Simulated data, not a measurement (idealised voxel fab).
This section sets out a process module, namely voxel wiring stack.
Section cut is 260 nm wide and gridded with 5 nm square cells.
When this document writes out a cross-section, it uses a grid of square cells and lists it as bands, beginning at the top and moving down, with a band standing for one or more rows of cells.
In this notation a band is specified by the heights of its top and bottom, in that order and in nm, after which its materials appear from left to right, each paired with its width in nm. The word "throughout" attached to a single material means that material fills the band from edge to edge; the word "air" stands for empty space.
It should be noted that heights are counted from 0, beneath which the wafer as supplied is of one material throughout, and that the lowest band possesses no lower boundary but continues downward, as written in "top 0, no bottom".
A width such as "30->40" changes by the same amount from each row of cells to the next, from the band's top row to its bottom row.
Take "identical to before" at face value: in the step it is given for, the cross-section changed in none of its cells.
Closed-off voids of 8+ cells (no open route to the top) go in "Sealed voids", written width x height at distance from the left edge, in nm.
after a step's settings: what the simulator itself notes on the step
If you see "overlay nm" on a step's line and that step has a mask, it's telling you how far right of where it was planned the mask ended up; a negative number means it went left instead.

Steps in the process plan:
- 1: RECEIVE [material Si]
- 2: CONFORMAL_DEP [material SiO2] [thk nm 10]
- 3: DIRECTIONAL_DEP [material TiN] [thk nm 5]
- 4: DIRECTIONAL_DEP [material W] [thk nm 25]
- 5: MASKED_ETCH [tone cover] [mask id METAL_1] [width nm 25] [pitch nm 40] [etch materials W] [depth nm 25] [overlay nm 0]
- 6: MASKED_ETCH [tone cover] [mask id METAL_1] [width nm 25] [pitch nm 40] [etch materials TiN] [depth nm 5] [overlay nm 0]
- 7: FILL_DEP [material lowk] [thk nm 5]
- 8: CMP [height nm 40]
- 9: CONFORMAL_DEP [material SiCN] [thk nm 5]
- 10: DIRECTIONAL_DEP [material SiO2] [thk nm 10]
- 11: PATTERN [tone open] [mask id PLUG_1] [material resist] [width nm 15] [pitch nm 40] [thk nm 15] [overlay nm 0]
- 12: DIRECTIONAL_ETCH [etch materials SiO2] [depth nm 10]
- 13: DIRECTIONAL_ETCH [etch materials SiCN] [depth nm 5]
- 14: STRIP [etch materials resist]
- 15: CONFORMAL_DEP [material TiN] [thk nm 5]
- 16: FILL_DEP [material Ru] [thk nm 10]
- 17: CMP [height nm 55]
- 18: DIRECTIONAL_DEP [material TiN] [thk nm 5]
- 19: DIRECTIONAL_DEP [material Ru] [thk nm 25]
- 20: DIRECTIONAL_DEP [material aC] [thk nm 15]
- 21: PATTERN [tone cover] [mask id METAL_2] [material resist] [width nm 25] [pitch nm 40] [thk nm 35] [overlay nm 0]
- 22: DIRECTIONAL_ETCH [etch materials aC] [depth nm 15]
- 23: STRIP [etch materials resist]
- 24: DIRECTIONAL_ETCH [etch materials Ru] [depth nm 25]
- 25: DIRECTIONAL_ETCH [etch materials TiN] [depth nm 5]
- 26: STRIP [etch materials aC]
- 27: CONFORMAL_DEP [material SiCN] [thk nm 5]
- 28: FILL_DEP [material SiO2] [thk nm 5]
- 29: CMP [height nm 85]
- 30: CONFORMAL_DEP [material SiCN] [thk nm 5]
- 31: DIRECTIONAL_DEP [material lowk] [thk nm 20]
- 32: PATTERN [tone open] [mask id PLUG_2] [material resist] [width nm 15] [pitch nm 80] [thk nm 20] [overlay nm 0]
- 33: DIRECTIONAL_ETCH [etch materials lowk] [depth nm 20]
- 34: DIRECTIONAL_ETCH [etch materials SiCN] [depth nm 5]
- 35: STRIP [etch materials resist]
- 36: CONFORMAL_DEP [material TiN] [thk nm 5]
- 37: FILL_DEP [material Ru] [thk nm 5]
- 38: CMP [height nm 110]
- 39: CONFORMAL_DEP [material SiN] [thk nm 5]
- 40: DIRECTIONAL_DEP [material SiO2] [thk nm 15]
- 41: MASKED_ETCH [tone open] [mask id METAL_3] [width nm 25] [pitch nm 40] [etch materials SiO2] [depth nm 15] [overlay nm 0]
- 42: MASKED_ETCH [tone open] [mask id METAL_3] [width nm 25] [pitch nm 40] [etch materials SiN] [depth nm 5] [overlay nm 0]
- 43: CONFORMAL_DEP [material TiN] [thk nm 5]
- 44: FILL_DEP [material Cu] [thk nm 5]
- 45: CMP [height nm 130]
- 46: CONFORMAL_DEP [material SiCN] [thk nm 5]

This is the cross-section of the wafer as we received it, i.e. after step 1:
	top 0, no bottom: Si throughout
	Sealed voids: none

Post-module cross-section: identical start and plan to those above, one misstep in execution:
	top 135, bottom 130: SiCN throughout
	top 130, bottom 115: 55 of SiO2, then 5 of TiN, then 15 of Cu, then 5 of TiN, then 15 of SiO2, then 5 of TiN, then 15 of Cu, then 5 of TiN, then 15 of SiO2, then 5 of TiN, then 15 of Cu, then 5 of TiN, then 15 of SiO2, then 5 of TiN, then 15 of Cu, then 5 of TiN, then 60 of SiO2
	top 115, bottom 110: 55 of SiN, then 25 of TiN, then 15 of SiN, then 25 of TiN, then 15 of SiN, then 25 of TiN, then 15 of SiN, then 25 of TiN, then 60 of SiN
	top 110, bottom 90: 55 of lowk, then 5 of TiN, then 5 of Ru, then 5 of TiN, then 65 of lowk, then 5 of TiN, then 5 of Ru, then 5 of TiN, then 110 of lowk
	top 90, bottom 85: 55 of SiCN, then 15 of TiN, then 65 of SiCN, then 15 of TiN, then 110 of SiCN
	top 85, bottom 60: 50 of SiO2, then 5 of SiCN, then 25 of Ru, then 5 of SiCN, then 5 of SiO2, then 5 of SiCN, then 25 of Ru, then 5 of SiCN, then 5 of SiO2, then 5 of SiCN, then 25 of Ru, then 5 of SiCN, then 5 of SiO2, then 5 of SiCN, then 25 of Ru, then 5 of SiCN, then 55 of SiO2
	top 60, bottom 55: 55 of SiCN, then 25 of TiN, then 15 of SiCN, then 25 of TiN, then 15 of SiCN, then 25 of TiN, then 15 of SiCN, then 25 of TiN, then 60 of SiCN
	top 55, bottom 45: 55 of SiO2, then 5 of TiN, then 5 of Ru, then 5 of TiN, then 25 of SiO2, then 5 of TiN, then 5 of Ru, then 5 of TiN, then 25 of SiO2, then 5 of TiN, then 5 of Ru, then 5 of TiN, then 25 of SiO2, then 5 of TiN, then 5 of Ru, then 5 of TiN, then 70 of SiO2
	top 45, bottom 40: 55 of SiCN, then 15 of TiN, then 25 of SiCN, then 15 of TiN, then 25 of SiCN, then 15 of TiN, then 25 of SiCN, then 15 of TiN, then 70 of SiCN
	top 40, bottom 35: 55 of lowk, then 25 of TiN, then 15 of lowk, then 25 of TiN, then 15 of lowk, then 25 of TiN, then 15 of lowk, then 25 of TiN, then 60 of lowk
	top 35, bottom 10: W throughout
	top 10, bottom 0: SiO2 throughout
	top 0, no bottom: Si throughout
	Sealed voids: none
Short version of what went wrong: the run placed steps 3 and 4 each in the position the plan gave to the other
